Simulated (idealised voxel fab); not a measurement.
Process module under the name voxel wiring stack
cross-section cut | 185 nm wide | cells 5 nm
Cross-section layout: square cells on a grid; listed as bands, top to bottom; a band spans one or more cell rows.
Within each band entry, the heights of the top and of the bottom of the band appear first, in that order and in nm; the materials of the band then follow from left to right, each with its corresponding width in nm. The designation "all across" on a single material indicates that it fills the band from edge to edge; the designation "air" indicates empty space.
Zero point of the height axis is 0; under it, received wafer = one material. Lowest band: continues down indefinitely, "0 nm and below".
Width: "30..40" (first number = top row, second number = bottom row, same change from row to row of cells).
"nothing was modified" for a step: no cell of the cross-section changed in that step.
Trapped cavities: empty space of 8 cells or more with no open way to the top, each as width x height at its distance from the left edge, in nm
Where a step's line continues beyond its settings, the continuation is a remark by the simulator itself on that step.
overlay nm: for a step with a mask, the amount by which the mask lay right of where it was planned; a negative amount means left of it.
-- Below is the list of planned process steps
1. RECEIVE (material Si)
2. CONFORMAL_DEP (material SiO2; thk nm 10)
3. DIRECTIONAL_DEP (material TiN; thk nm 5)
4. DIRECTIONAL_DEP (material Ru; thk nm 25)
5. MASKED_ETCH (tone cover; mask id METAL_1; width nm 20; pitch nm 45; etch materials Ru; depth nm 25; overlay nm 0)
6. MASKED_ETCH (tone cover; mask id METAL_1; width nm 20; pitch nm 45; etch materials TiN; depth nm 5; overlay nm 0)
7. CONFORMAL_DEP (material SiCN; thk nm 5)
8. FILL_DEP (material SiO2; thk nm 10)
9. CMP (height nm 40)
10. CONFORMAL_DEP (material SiCN; thk nm 5)
11. DIRECTIONAL_DEP (material SiO2; thk nm 15)
12. MASKED_ETCH (tone open; mask id PLUG_1; width nm 15; pitch nm 45; etch materials SiO2; depth nm 15; overlay nm 0)
13. MASKED_ETCH (tone open; mask id PLUG_1; width nm 15; pitch nm 45; etch materials SiCN; depth nm 5; overlay nm 0)
14. EPI (material Ru; thk nm 10)
15. EPI (material Ru; thk nm 10)
16. DIRECTIONAL_DEP (material TiN; thk nm 5)
17. DIRECTIONAL_DEP (material Ru; thk nm 20)
18. DIRECTIONAL_DEP (material aC; thk nm 15)
19. PATTERN (tone cover; mask id METAL_2; material resist; width nm 20; pitch nm 45; thk nm 30; overlay nm 0)
20. DIRECTIONAL_ETCH (etch materials aC; depth nm 15)
21. STRIP (etch materials resist)
22. DIRECTIONAL_ETCH (etch materials Ru; depth nm 20)
23. DIRECTIONAL_ETCH (etch materials TiN; depth nm 5)
24. STRIP (etch materials aC)
25. FILL_DEP (material lowk; thk nm 5)
26. CMP (height nm 85)
27. CONFORMAL_DEP (material SiCN; thk nm 5)
-- First of two wafers: run as planned
-- Delivered wafer in cross-section: state after step 1
- 0 nm and below = Si all across
- Trapped cavities: none
-- Cross-section through the wafer, step 2 finished
- 10 nm to 0 nm = SiO2 all across
- Whatever lies below 0 is exactly as it was before.
-- Cross-section through the wafer, step 3 finished
- 15 nm to 10 nm = TiN all across
- Whatever lies below 10 is exactly as it was before.
-- Cross-section through the wafer, step 4 finished
- 40 nm to 15 nm = Ru all across
- Whatever lies below 15 is exactly as it was before.
-- Cross-section through the wafer, step 5 finished
- 40 nm to 15 nm = air 35, then Ru 20, then air 25, then Ru 20, then air 25, then Ru 20, then air 40
- Whatever lies below 15 is exactly as it was before.
-- Cross-section through the wafer, step 6 finished
- 40 nm to 15 nm = air 35, then Ru 20, then air 25, then Ru 20, then air 25, then Ru 20, then air 40
- 15 nm to 10 nm = air 35, then TiN 20, then air 25, then TiN 20, then air 25, then TiN 20, then air 40
- Whatever lies below 10 is exactly as it was before.
-- Cross-section through the wafer, step 7 finished
- 45 nm to 40 nm = air 30, then SiCN 30, then air 15, then SiCN 30, then air 15, then SiCN 30, then air 35
- 40 nm to 15 nm = air 30, then SiCN 5, then Ru 20, then SiCN 5, then air 15, then SiCN 5, then Ru 20, then SiCN 5, then air 15, then SiCN 5, then Ru 20, then SiCN 5, then air 35
- 15 nm to 10 nm = SiCN 35, then TiN 20, then SiCN 25, then TiN 20, then SiCN 25, then TiN 20, then SiCN 40
- Whatever lies below 10 is exactly as it was before.
-- Cross-section through the wafer, step 8 finished
- 55 nm to 45 nm = SiO2 all across
- 45 nm to 40 nm = SiO2 30, then SiCN 30, then SiO2 15, then SiCN 30, then SiO2 15, then SiCN 30, then SiO2 35
- 40 nm to 15 nm = SiO2 30, then SiCN 5, then Ru 20, then SiCN 5, then SiO2 15, then SiCN 5, then Ru 20, then SiCN 5, then SiO2 15, then SiCN 5, then Ru 20, then SiCN 5, then SiO2 35
- Whatever lies below 15 is exactly as it was before.
-- Cross-section through the wafer, step 9 finished
- 40 nm to 15 nm = SiO2 30, then SiCN 5, then Ru 20, then SiCN 5, then SiO2 15, then SiCN 5, then Ru 20, then SiCN 5, then SiO2 15, then SiCN 5, then Ru 20, then SiCN 5, then SiO2 35
- Whatever lies below 15 is exactly as it was before.
-- Cross-section through the wafer, step 10 finished
- 45 nm to 40 nm = SiCN all across
- Whatever lies below 40 is exactly as it was before.
-- Cross-section through the wafer, step 11 finished
- 60 nm to 45 nm = SiO2 all across
- Whatever lies below 45 is exactly as it was before.
-- Cross-section through the wafer, step 12 finished
- 60 nm to 45 nm = SiO2 35, then air 15, then SiO2 30, then air 15, then SiO2 30, then air 15, then SiO2 45
- Whatever lies below 45 is exactly as it was before.
-- Cross-section through the wafer, step 13 finished
- 60 nm to 45 nm = SiO2 35, then air 15, then SiO2 30, then air 15, then SiO2 30, then air 15, then SiO2 45
- 45 nm to 40 nm = SiCN 35, then air 15, then SiCN 30, then air 15, then SiCN 30, then air 15, then SiCN 45
- Whatever lies below 40 is exactly as it was before.
-- Cross-section through the wafer, step 14 finished
- 60 nm to 50 nm = SiO2 35, then air 15, then SiO2 30, then air 15, then SiO2 30, then air 15, then SiO2 45
- 50 nm to 45 nm = SiO2 35, then Ru 15, then SiO2 30, then Ru 15, then SiO2 30, then Ru 15, then SiO2 45
- 45 nm to 40 nm = SiCN 35, then Ru 15, then SiCN 30, then Ru 15, then SiCN 30, then Ru 15, then SiCN 45
- Whatever lies below 40 is exactly as it was before.
-- Cross-section through the wafer, step 15 finished
- 60 nm to 45 nm = SiO2 35, then Ru 15, then SiO2 30, then Ru 15, then SiO2 30, then Ru 15, then SiO2 45
- Whatever lies below 45 is exactly as it was before.
-- Cross-section through the wafer, step 16 finished
- 65 nm to 60 nm = TiN all across
- Whatever lies below 60 is exactly as it was before.
-- Cross-section through the wafer, step 17 finished
- 85 nm to 65 nm = Ru all across
- Whatever lies below 65 is exactly as it was before.
-- Cross-section through the wafer, step 18 finished
- 100 nm to 85 nm = aC all across
- Whatever lies below 85 is exactly as it was before.
-- Cross-section through the wafer, step 19 finished
- 130 nm to 100 nm = air 35, then resist 20, then air 25, then resist 20, then air 25, then resist 20, then air 40
- Whatever lies below 100 is exactly as it was before.
-- Cross-section through the wafer, step 20 finished
- 115 nm to 100 nm = air 35, then resist 20, then air 25, then resist 20, then air 25, then resist 20, then air 40
- 100 nm to 85 nm = air 35, then aC 20, then air 25, then aC 20, then air 25, then aC 20, then air 40
- Whatever lies below 85 is exactly as it was before.
-- Cross-section through the wafer, step 21 finished
- 100 nm to 85 nm = air 35, then aC 20, then air 25, then aC 20, then air 25, then aC 20, then air 40
- Whatever lies below 85 is exactly as it was before.
-- Cross-section through the wafer, step 22 finished
- 100 nm to 85 nm = air 35, then aC 20, then air 25, then aC 20, then air 25, then aC 20, then air 40
- 85 nm to 65 nm = air 35, then Ru 20, then air 25, then Ru 20, then air 25, then Ru 20, then air 40
- Whatever lies below 65 is exactly as it was before.
-- Cross-section through the wafer, step 23 finished
- 100 nm to 85 nm = air 35, then aC 20, then air 25, then aC 20, then air 25, then aC 20, then air 40
- 85 nm to 65 nm = air 35, then Ru 20, then air 25, then Ru 20, then air 25, then Ru 20, then air 40
- 65 nm to 60 nm = air 35, then TiN 20, then air 25, then TiN 20, then air 25, then TiN 20, then air 40
- Whatever lies below 60 is exactly as it was before.
-- Cross-section through the wafer, step 24 finished
- 85 nm to 65 nm = air 35, then Ru 20, then air 25, then Ru 20, then air 25, then Ru 20, then air 40
- Whatever lies below 65 is exactly as it was before.
-- Cross-section through the wafer, step 25 finished
- 90 nm to 85 nm = lowk all across
- 85 nm to 65 nm = lowk 35, then Ru 20, then lowk 25, then Ru 20, then lowk 25, then Ru 20, then lowk 40
- 65 nm to 60 nm = lowk 35, then TiN 20, then lowk 25, then TiN 20, then lowk 25, then TiN 20, then lowk 40
- Whatever lies below 60 is exactly as it was before.
-- Cross-section through the wafer, step 26 finished
- 85 nm to 65 nm = lowk 35, then Ru 20, then lowk 25, then Ru 20, then lowk 25, then Ru 20, then lowk 40
- Whatever lies below 65 is exactly as it was before.
-- Cross-section through the wafer, step 27 finished
- 90 nm to 85 nm = SiCN all across
- Whatever lies below 85 is exactly as it was before.
-- second wafer: like start, like plan, one mistake. Through step 1 it matches the first wafer
-- Cross-section of the second wafer when, according to plan, step 2 should have finished
- 5 nm to 0 nm = TiN all across
- Whatever lies below 0 is exactly as it was before.
-- Cross-section of the second wafer when, according to plan, step 3 should have finished
- 15 nm to 5 nm = SiO2 all across
- Whatever lies below 5 is exactly as it was before.
-- Cross-section of the second wafer when, according to plan, step 4 should have finished
- 40 nm to 15 nm = Ru all across
- Whatever lies below 15 is exactly as it was before.
-- Cross-section of the second wafer when, according to plan, step 5 should have finished
- 40 nm to 15 nm = air 35, then Ru 20, then air 25, then Ru 20, then air 25, then Ru 20, then air 40
- Whatever lies below 15 is exactly as it was before.
Cross-section of the second wafer when, according to plan, step 6 should have finished: nothing was modified
-- Cross-section of the second wafer when, according to plan, step 7 should have finished
- 45 nm to 40 nm = air 30, then SiCN 30, then air 15, then SiCN 30, then air 15, then SiCN 30, then air 35
- 40 nm to 20 nm = air 30, then SiCN 5, then Ru 20, then SiCN 5, then air 15, then SiCN 5, then Ru 20, then SiCN 5, then air 15, then SiCN 5, then Ru 20, then SiCN 5, then air 35
- 20 nm to 15 nm = SiCN 35, then Ru 20, then SiCN 25, then Ru 20, then SiCN 25, then Ru 20, then SiCN 40
- Whatever lies below 15 is exactly as it was before.
-- Cross-section of the second wafer when, according to plan, step 8 should have finished
- 55 nm to 45 nm = SiO2 all across
- 45 nm to 40 nm = SiO2 30, then SiCN 30, then SiO2 15, then SiCN 30, then SiO2 15, then SiCN 30, then SiO2 35
- 40 nm to 20 nm = SiO2 30, then SiCN 5, then Ru 20, then SiCN 5, then SiO2 15, then SiCN 5, then Ru 20, then SiCN 5, then SiO2 15, then SiCN 5, then Ru 20, then SiCN 5, then SiO2 35
- Whatever lies below 20 is exactly as it was before.
-- Cross-section of the second wafer when, according to plan, step 9 should have finished
- 40 nm to 20 nm = SiO2 30, then SiCN 5, then Ru 20, then SiCN 5, then SiO2 15, then SiCN 5, then Ru 20, then SiCN 5, then SiO2 15, then SiCN 5, then Ru 20, then SiCN 5, then SiO2 35
- Whatever lies below 20 is exactly as it was before.
-- Cross-section of the second wafer when, according to plan, step 10 should have finished
- 45 nm to 40 nm = SiCN all across
- Whatever lies below 40 is exactly as it was before.
-- Cross-section of the second wafer when, according to plan, step 11 should have finished
- 60 nm to 45 nm = SiO2 all across
- Whatever lies below 45 is exactly as it was before.
-- Cross-section of the second wafer when, according to plan, step 12 should have finished
- 60 nm to 45 nm = SiO2 35, then air 15, then SiO2 30, then air 15, then SiO2 30, then air 15, then SiO2 45
- Whatever lies below 45 is exactly as it was before.
-- Cross-section of the second wafer when, according to plan, step 13 should have finished
- 60 nm to 45 nm = SiO2 35, then air 15, then SiO2 30, then air 15, then SiO2 30, then air 15, then SiO2 45
- 45 nm to 40 nm = SiCN 35, then air 15, then SiCN 30, then air 15, then SiCN 30, then air 15, then SiCN 45
- Whatever lies below 40 is exactly as it was before.
-- Cross-section of the second wafer when, according to plan, step 14 should have finished
- 60 nm to 50 nm = SiO2 35, then air 15, then SiO2 30, then air 15, then SiO2 30, then air 15, then SiO2 45
- 50 nm to 45 nm = SiO2 35, then Ru 15, then SiO2 30, then Ru 15, then SiO2 30, then Ru 15, then SiO2 45
- 45 nm to 40 nm = SiCN 35, then Ru 15, then SiCN 30, then Ru 15, then SiCN 30, then Ru 15, then SiCN 45
- Whatever lies below 40 is exactly as it was before.
-- Cross-section of the second wafer when, according to plan, step 15 should have finished
- 60 nm to 45 nm = SiO2 35, then Ru 15, then SiO2 30, then Ru 15, then SiO2 30, then Ru 15, then SiO2 45
- Whatever lies below 45 is exactly as it was before.
-- Cross-section of the second wafer when, according to plan, step 16 should have finished
- 65 nm to 60 nm = TiN all across
- Whatever lies below 60 is exactly as it was before.
-- Cross-section of the second wafer when, according to plan, step 17 should have finished
- 85 nm to 65 nm = Ru all across
- Whatever lies below 65 is exactly as it was before.
-- Cross-section of the second wafer when, according to plan, step 18 should have finished
- 100 nm to 85 nm = aC all across
- Whatever lies below 85 is exactly as it was before.
-- Cross-section of the second wafer when, according to plan, step 19 should have finished
- 130 nm to 100 nm = air 35, then resist 20, then air 25, then resist 20, then air 25, then resist 20, then air 40
- Whatever lies below 100 is exactly as it was before.
-- Cross-section of the second wafer when, according to plan, step 20 should have finished
- 115 nm to 100 nm = air 35, then resist 20, then air 25, then resist 20, then air 25, then resist 20, then air 40
- 100 nm to 85 nm = air 35, then aC 20, then air 25, then aC 20, then air 25, then aC 20, then air 40
- Whatever lies below 85 is exactly as it was before.
-- Cross-section of the second wafer when, according to plan, step 21 should have finished
- 100 nm to 85 nm = air 35, then aC 20, then air 25, then aC 20, then air 25, then aC 20, then air 40
- Whatever lies below 85 is exactly as it was before.
-- Cross-section of the second wafer when, according to plan, step 22 should have finished
- 100 nm to 85 nm = air 35, then aC 20, then air 25, then aC 20, then air 25, then aC 20, then air 40
- 85 nm to 65 nm = air 35, then Ru 20, then air 25, then Ru 20, then air 25, then Ru 20, then air 40
- Whatever lies below 65 is exactly as it was before.
-- Cross-section of the second wafer when, according to plan, step 23 should have finished
- 100 nm to 85 nm = air 35, then aC 20, then air 25, then aC 20, then air 25, then aC 20, then air 40
- 85 nm to 65 nm = air 35, then Ru 20, then air 25, then Ru 20, then air 25, then Ru 20, then air 40
- 65 nm to 60 nm = air 35, then TiN 20, then air 25, then TiN 20, then air 25, then TiN 20, then air 40
- Whatever lies below 60 is exactly as it was before.
-- Cross-section of the second wafer when, according to plan, step 24 should have finished
- 85 nm to 65 nm = air 35, then Ru 20, then air 25, then Ru 20, then air 25, then Ru 20, then air 40
- Whatever lies below 65 is exactly as it was before.
-- Cross-section of the second wafer when, according to plan, step 25 should have finished
- 90 nm to 85 nm = lowk all across
- 85 nm to 65 nm = lowk 35, then Ru 20, then lowk 25, then Ru 20, then lowk 25, then Ru 20, then lowk 40
- 65 nm to 60 nm = lowk 35, then TiN 20, then lowk 25, then TiN 20, then lowk 25, then TiN 20, then lowk 40
- Whatever lies below 60 is exactly as it was before.
-- Cross-section of the second wafer when, according to plan, step 26 should have finished
- 85 nm to 65 nm = lowk 35, then Ru 20, then lowk 25, then Ru 20, then lowk 25, then Ru 20, then lowk 40
- Whatever lies below 65 is exactly as it was before.
-- Cross-section of the second wafer when, according to plan, step 27 should have finished
- 90 nm to 85 nm = SiCN all across
- Whatever lies below 85 is exactly as it was before.
It is concluded that the wafer was processed incorrectly with respect to the plan, in that the run placed steps 2 and 3 each in the position the plan gave to the other
The final cell counts differ between the wafers, with the second having more or fewer of some materials than the first: SiCN: 6 fewer, SiO2: 19 fewer, TiN: 25 more
